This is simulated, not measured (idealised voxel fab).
This is a process module. Its name is voxel trench capacitor.
Square cells of 5 nm make up the cross-section cut, whose width is 245 nm.
This document writes a cross-section as a grid whose cells are square, and gives it as bands, listed from the top down; one or more rows of cells form a band.
First you get the band's top height and its bottom height, in nm, and then the materials it's made of, left to right, with each width in nm. If you see a single material with "edge to edge", that one covers the band edge to edge. "blank" is empty space.
Ref level 0: as-received wafer is one material below here. Bottom band extends down with no lower bound ("0 down").
The two numbers in a width such as "30 to 40" mark its ends across the band: the first belongs to the top row of cells, the second to the bottom row, and from each row to the next the width moves by the same amount.
Take "nothing different" at face value: in the step it is given for, the cross-section changed in none of its cells.
Closed-off voids of 8+ cells (no open route to the top) go in "Encapsulated voids", written width x height at distance from the left edge, in nm.
Where a step's line continues beyond its settings, the continuation is a remark by the simulator itself on that step.
The optional step-line setting "overlay nm" applies to steps with a mask and quantifies how far to the right of its planned location the mask lay, a negative value indicating leftward placement.

The following list gives the planned process steps
1: op RECEIVE | material Si
2: op CONFORMAL_DEP | material SiN | thk nm 5
3: op PATTERN | tone open | mask id TRENCH | material resist | width nm 30 | pitch nm 45 | thk nm 15 | overlay nm 0
4: op DIRECTIONAL_ETCH | etch materials SiN | depth nm 5
5: op DIRECTIONAL_ETCH | etch materials Si | depth nm 40
6: op STRIP | etch materials resist
7: op CONFORMAL_DEP | material HfO2 | thk nm 5
8: op CONFORMAL_DEP | material TiN | thk nm 5
9: op FILL_DEP | material W | thk nm 5
10: op CMP | height nm 5
The wafers are alike at the start. At step 8, their thk nm differs. The plan lists the first wafer's value.

Cross-section of the first incoming wafer of several, state after step 1
> 0 down: Si edge to edge
> Encapsulated voids: none

First of several wafers, sectioned at end of module (last step: step 10)
> 5 to 0: SiN 40  HfO2 5  TiN 5  W 10  TiN 5  HfO2 5  SiN 15  HfO2 5  TiN 5  W 10  TiN 5  HfO2 5  SiN 15  HfO2 5  TiN 5  W 10  TiN 5  HfO2 5  SiN 15  HfO2 5  TiN 5  W 10  TiN 5  HfO2 5  SiN 40
> 0 to -30: Si 40  HfO2 5  TiN 5  W 10  TiN 5  HfO2 5  Si 15  HfO2 5  TiN 5  W 10  TiN 5  HfO2 5  Si 15  HfO2 5  TiN 5  W 10  TiN 5  HfO2 5  Si 15  HfO2 5  TiN 5  W 10  TiN 5  HfO2 5  Si 40
> -30 to -35: Si 40  HfO2 5  TiN 20  HfO2 5  Si 15  HfO2 5  TiN 20  HfO2 5  Si 15  HfO2 5  TiN 20  HfO2 5  Si 15  HfO2 5  TiN 20  HfO2 5  Si 40
> -35 to -40: Si 40  HfO2 30  Si 15  HfO2 30  Si 15  HfO2 30  Si 15  HfO2 30  Si 40
> -40 down: Si edge to edge
> Encapsulated voids: none

So this is the cross-section on the last wafer at the end of the module
> 5 to 0: SiN 40  HfO2 5  TiN 20  HfO2 5  SiN 15  HfO2 5  TiN 20  HfO2 5  SiN 15  HfO2 5  TiN 20  HfO2 5  SiN 15  HfO2 5  TiN 20  HfO2 5  SiN 40
> 0 to -35: Si 40  HfO2 5  TiN 20  HfO2 5  Si 15  HfO2 5  TiN 20  HfO2 5  Si 15  HfO2 5  TiN 20  HfO2 5  Si 15  HfO2 5  TiN 20  HfO2 5  Si 40
> -35 to -40: Si 40  HfO2 30  Si 15  HfO2 30  Si 15  HfO2 30  Si 15  HfO2 30  Si 40
> -40 down: Si edge to edge
> Encapsulated voids: none

Below is a per-wafer table. In it, each row describes the wafer at the end of the module by giving, for each material, the number of cells gained (+) or lost (-) since the wafer was received, and after that the closed voids of the wafer
thk nm 5 | +88 HfO2 | -192 Si | +25 SiN | +72 TiN | +56 W | Encapsulated voids: none
thk nm 10 | +88 HfO2 | -192 Si | +25 SiN | +128 TiN | Encapsulated voids: none
thk nm 15 | +88 HfO2 | -192 Si | +25 SiN | +128 TiN | Encapsulated voids: none
thk nm 20 | +88 HfO2 | -192 Si | +25 SiN | +128 TiN | Encapsulated voids: none
